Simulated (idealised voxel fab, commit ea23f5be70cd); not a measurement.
The name of this process module is voxel self aligned vias.
The cross-section on display is named cut; it measures 240 nm wide, and its cells are 5 nm squares.
Cross-section layout: square cells on a grid; listed as bands, top to bottom; a band spans one or more cell rows.
In this notation a band is specified by the heights of its top and bottom, in that order and in nm, after which its materials appear from left to right, each paired with its width in nm. The word "full width" attached to a single material means that material fills the band from edge to edge; the word "blank" stands for empty space.
All heights in this document are referenced to 0, defined as the level beneath which the wafer, as received, consists entirely of one material. The lowest band is not bounded below; it extends indefinitely downward and is written in the form "0 -> down".
Quick explanation for "30->40": the width changes in equal steps down the rows of cells, from the first number in the band's top row to the second number in its bottom row.
Reading "remained the same" for a step: not a cell of the cross-section changed in it.
Closed-off voids of 8+ cells (no open route to the top) go in "Closed internal voids", written width x height at distance from the left edge, in nm.
Whatever follows a step's settings on its line is a remark the simulator itself makes about that step.
If you see "overlay nm" on a step's line and that step has a mask, it's telling you how far right of where it was planned the mask ended up; a negative number means it went left instead.
List of planned process steps:
step 1: RECEIVE [material Si]
step 2: CONFORMAL_DEP [material SiO2] [thk nm 15]
step 3: CONFORMAL_DEP [material SiCN] [thk nm 5]
step 4: DIRECTIONAL_DEP [material SiO2] [thk nm 20]
step 5: DIRECTIONAL_DEP [material aC] [thk nm 10]
step 6: PATTERN [tone open] [mask id LINES] [material resist] [width nm 25] [pitch nm 55] [thk nm 30] [overlay nm 0]
step 7: DIRECTIONAL_ETCH [etch materials aC] [depth nm 10]
step 8: STRIP [etch materials resist]
step 9: DIRECTIONAL_ETCH [etch materials SiO2] [depth nm 20]
step 10: STRIP [etch materials aC]
step 11: CONFORMAL_DEP [material TiN] [thk nm 5]
step 12: FILL_DEP [material W] [thk nm 5]
step 13: CMP [height nm 40]
step 14: SELECTIVE_ETCH [etch materials W Ru TiN] [depth nm 5]
step 15: FILL_DEP [material SiN] [thk nm 5]
step 16: CMP [height nm 40]
step 17: DIRECTIONAL_DEP [material SiO2] [thk nm 20]
step 18: DIRECTIONAL_DEP [material aC] [thk nm 10]
step 19: PATTERN [tone open] [mask id VIAS] [material resist] [width nm 35] [pitch nm 55] [thk nm 25] [overlay nm 0]
step 20: DIRECTIONAL_ETCH [etch materials aC] [depth nm 10]
step 21: STRIP [etch materials resist]
step 22: DIRECTIONAL_ETCH [etch materials SiO2] [depth nm 20]
step 23: DIRECTIONAL_ETCH [etch materials SiN] [depth nm 5]
step 24: STRIP [etch materials aC]
step 25: CONFORMAL_DEP [material TiN] [thk nm 5]
step 26: FILL_DEP [material Ru] [thk nm 5]
step 27: CMP [height nm 60]
step 28: CONFORMAL_DEP [material SiN] [thk nm 5]
Incoming wafer in cross-section (state: after step 1):
0 -> down | Si full width
Closed internal voids: none
Wafer cross-section at module end: first of two, run to plan:
65 -> 60 | SiN full width
60 -> 45 | 75 nm SiO2 / 5 nm TiN / 25 nm Ru / 5 nm TiN / 20 nm SiO2 / 5 nm TiN / 25 nm Ru / 5 nm TiN / 75 nm SiO2
45 -> 40 | 75 nm SiO2 / 10 nm TiN / 15 nm Ru / 10 nm TiN / 20 nm SiO2 / 10 nm TiN / 15 nm Ru / 10 nm TiN / 75 nm SiO2
40 -> 35 | 80 nm SiO2 / 25 nm TiN / 30 nm SiO2 / 25 nm TiN / 80 nm SiO2
35 -> 25 | 80 nm SiO2 / 5 nm TiN / 15 nm W / 5 nm TiN / 30 nm SiO2 / 5 nm TiN / 15 nm W / 5 nm TiN / 80 nm SiO2
25 -> 20 | 80 nm SiO2 / 25 nm TiN / 30 nm SiO2 / 25 nm TiN / 80 nm SiO2
20 -> 15 | SiCN full width
15 -> 0 | SiO2 full width
0 -> down | Si full width
Closed internal voids: none
So this is wafer number two of the two, cut at the end of the module - it started where the first did and had the same plan, we just got one thing wrong running it:
65 -> 60 | SiN full width
60 -> 55 | Ru full width
55 -> 50 | 80 nm TiN / 25 nm Ru / 30 nm TiN / 25 nm Ru / 80 nm TiN
50 -> 40 | 75 nm SiO2 / 5 nm TiN / 25 nm Ru / 5 nm TiN / 20 nm SiO2 / 5 nm TiN / 25 nm Ru / 5 nm TiN / 75 nm SiO2
40 -> 35 | 75 nm SiO2 / 35 nm TiN / 20 nm SiO2 / 35 nm TiN / 75 nm SiO2
35 -> 25 | 75->80 nm SiO2 / 10->5 nm TiN / 15 nm W / 10->5 nm TiN / 20->30 nm SiO2 / 10->5 nm TiN / 15 nm W / 10->5 nm TiN / 75->80 nm SiO2
25 -> 20 | 80 nm SiO2 / 25 nm TiN / 30 nm SiO2 / 25 nm TiN / 80 nm SiO2
20 -> 15 | SiCN full width
15 -> 0 | SiO2 full width
0 -> down | Si full width
Closed internal voids: none
Which mistake was made when the wafer was run? so step 17 ended up running with a different setting than we planned, it ran as DIRECTIONAL_DEP [material SiO2] [thk nm 10]
Wrapping up, a cell-based count of both wafers puts the second over or under the first for these materials: Ru: 42 more | SiO2: 76 fewer | TiN: 34 more
